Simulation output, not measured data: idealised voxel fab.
process module | voxel self aligned vias
cross-section cut | 280 nm wide | cells 5 nm
A cross-section is a grid of square cells, given in bands from the top down. A band is one or more rows of cells.
Each band's line starts with the height of the band's top and of its bottom, in nm. Then come its materials from left to right, each with its width in nm. One material with "throughout" fills the band from edge to edge. "air" is empty space.
Height 0 is the level under which the wafer as received is all one material. The lowest band goes on downwards, as in "0 down".
A width such as "30 to 40" changes by the same amount from each row of cells to the next, from the band's top row to its bottom row.
"no change" after a step means that no cell of the cross-section changed.
closed voids: empty space of 8 cells or more with no open way to the top, each as width x height at its distance from the left edge, in nm
after a step's settings: what the simulator itself notes on the step
overlay nm, on a step with a mask: how far to the right of its planned place the mask lay; to the left if negative
plan
1 op RECEIVE | material Si
2 op CONFORMAL_DEP | material SiO2 | thk nm 15
3 op CONFORMAL_DEP | material SiCN | thk nm 5
4 op DIRECTIONAL_DEP | material lowk | thk nm 30
5 op MASKED_ETCH | tone open | mask id LINES | width nm 30 | pitch nm 75 | etch materials lowk | depth nm 30 | overlay nm 0
6 op CONFORMAL_DEP | material TiN | thk nm 5
7 op FILL_DEP | material W | thk nm 10
8 op CMP | height nm 50
9 op SELECTIVE_ETCH | etch materials W Ru TiN | depth nm 10
10 op FILL_DEP | material SiN | thk nm 10
11 op CMP | height nm 50
12 op DIRECTIONAL_DEP | material lowk | thk nm 20
13 op MASKED_ETCH | tone open | mask id VIAS | width nm 50 | etch materials lowk | depth nm 20 | overlay nm 0
14 op MASKED_ETCH | tone open | mask id VIAS | width nm 50 | etch materials SiN | depth nm 10 | overlay nm 0
15 op CONFORMAL_DEP | material TiN | thk nm 5
16 op FILL_DEP | material Ru | thk nm 5
17 op CMP | height nm 70
18 op CONFORMAL_DEP | material SiN | thk nm 5
as received, after step 1
  0 down: Si throughout
  closed voids: none
a wafer at the end: this start, this plan, one mistake
  75 to 70: SiN throughout
  70 to 55: lowk 70 | TiN 5 | Ru 40 | TiN 5 | lowk 160
  55 to 50: lowk 70 | TiN 20 | Ru 20 | TiN 10 | lowk 160
  50 to 45: lowk 85 | TiN 5 | Ru 20 | TiN 5 | lowk 45 | SiN 30 | lowk 90
  45 to 40: lowk 85 | TiN 30 | lowk 45 | SiN 30 | lowk 90
  40 to 25: lowk 85 | TiN 5 | W 20 | TiN 5 | lowk 45 | TiN 5 | W 20 | TiN 5 | lowk 90
  25 to 20: lowk 85 | TiN 30 | lowk 45 | TiN 30 | lowk 90
  20 to 15: SiCN throughout
  15 to 0: SiO2 throughout
  0 down: Si throughout
  closed voids: none
what went wrong: step 13 ran as: op MASKED_ETCH | tone open | mask id VIAS | width nm 50 | etch materials lowk | depth nm 20 | overlay nm -5
